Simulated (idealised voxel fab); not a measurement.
process module | voxel air gaps
The cross-section on display is named cut; it measures 220 nm wide, and its cells are 5 nm squares.
Format of a cross-section: grid, square cells. Given as bands. Order: top down. Band: one or more rows of cells.
Top height, bottom height, nm. Materials left to right, width each, nm. Single material + "full width" = fills band edge to edge. "empty" = empty.
Note: height 0 marks the level under which the wafer is uniformly one material as received. Lowest band unbounded below, written "from 0 down".
The width entry "30 to 40" should be interpreted row by row: the top row of cells in the band takes the first number, the bottom row takes the second number, and the change between adjacent rows is uniform throughout.
It should be understood that the words "nothing changed", when stated for a given step, signify that the cross-section underwent no change in any of its cells during that step.
What "Sealed cavities" gives you is every empty space of 8 cells or more that is cut off from the top. Each appears as width x height at distance, with the distance taken from the left edge and width, height and distance all in nm.
Past the settings on a step's line: simulator remark, on that step.
A step's line can hold "overlay nm"; with a mask on that step, the setting says how far right of the planned place the mask lay, while a negative setting says it lay to the left.
## Below is the list of planned process steps
step 1: RECEIVE, material Si
step 2: CONFORMAL_DEP, material SiO2, thk nm 15
step 3: CONFORMAL_DEP, material SiN, thk nm 5
step 4: DIRECTIONAL_DEP, material SiO2, thk nm 35
step 5: DIRECTIONAL_DEP, material aC, thk nm 15
step 6: PATTERN, tone open, mask id LINES, material resist, width nm 20, pitch nm 50, thk nm 30, overlay nm 0
step 7: DIRECTIONAL_ETCH, etch materials aC, depth nm 15
step 8: STRIP, etch materials resist
step 9: DIRECTIONAL_ETCH, etch materials SiO2, depth nm 35
step 10: STRIP, etch materials aC
step 11: CONFORMAL_DEP, material TiN, thk nm 5
step 12: FILL_DEP, material W, thk nm 10
step 13: CMP, height nm 55
step 14: EPI, material Ru, thk nm 10
step 15: SELECTIVE_ETCH, etch materials SiO2, depth nm 45
step 16: CONFORMAL_DEP, material SiCN, thk nm 5
## Step 1 complete: cross-section of the wafer as received
  from 0 down | Si full width
  Sealed cavities: none
## Wafer cross-section at module end: first of two, run to plan
  from 70 to 65 | empty 10, then SiCN 200, then empty 10
  from 65 to 55 | empty 10, then SiCN 5, then Ru 40, then SiCN 10, then Ru 40, then SiCN 10, then Ru 40, then SiCN 10, then Ru 40, then SiCN 5, then empty 10
  from 55 to 50 | empty 10, then SiCN 15, then TiN 5, then W 10, then TiN 5, then SiCN 30, then TiN 5, then W 10, then TiN 5, then SiCN 30, then TiN 5, then W 10, then TiN 5, then SiCN 30, then TiN 5, then W 10, then TiN 5, then SiCN 15, then empty 10
  from 50 to 25 | empty 20, then SiCN 5, then TiN 5, then W 10, then TiN 5, then SiCN 5, then empty 20, then SiCN 5, then TiN 5, then W 10, then TiN 5, then SiCN 5, then empty 20, then SiCN 5, then TiN 5, then W 10, then TiN 5, then SiCN 5, then empty 20, then SiCN 5, then TiN 5, then W 10, then TiN 5, then SiCN 5, then empty 20
  from 25 to 20 | SiCN 25, then TiN 20, then SiCN 30, then TiN 20, then SiCN 30, then TiN 20, then SiCN 30, then TiN 20, then SiCN 25
  from 20 to 15 | SiN full width
  from 15 to 0 | SiO2 full width
  from 0 down | Si full width
  Sealed cavities: 20 x 25 at 50; 20 x 25 at 100; 20 x 25 at 150
## second wafer at the end: like start, like plan, one mistake
  from 70 to 65 | SiCN full width
  from 65 to 55 | Ru full width
  from 55 to 45 | W full width
  from 45 to 40 | TiN 30, then W 10, then TiN 40, then W 10, then TiN 40, then W 10, then TiN 40, then W 10, then TiN 30
  from 40 to 10 | SiO2 25, then TiN 5, then W 10, then TiN 5, then SiO2 30, then TiN 5, then W 10, then TiN 5, then SiO2 30, then TiN 5, then W 10, then TiN 5, then SiO2 30, then TiN 5, then W 10, then TiN 5, then SiO2 25
  from 10 to 5 | SiO2 25, then TiN 20, then SiO2 30, then TiN 20, then SiO2 30, then TiN 20, then SiO2 30, then TiN 20, then SiO2 25
  from 5 to 0 | SiN full width
  from 0 down | Si full width
  Sealed cavities: none
What was the processing mistake? step 2 of the plan was excluded from execution and never run
Final tally in cells, some materials are higher or lower on the second wafer than on the first: Ru: 24 more | SiCN: 104 fewer | SiO2: 64 more | TiN: 36 more | W: 96 more
Final closed voids: first wafer 3, second wafer 0.
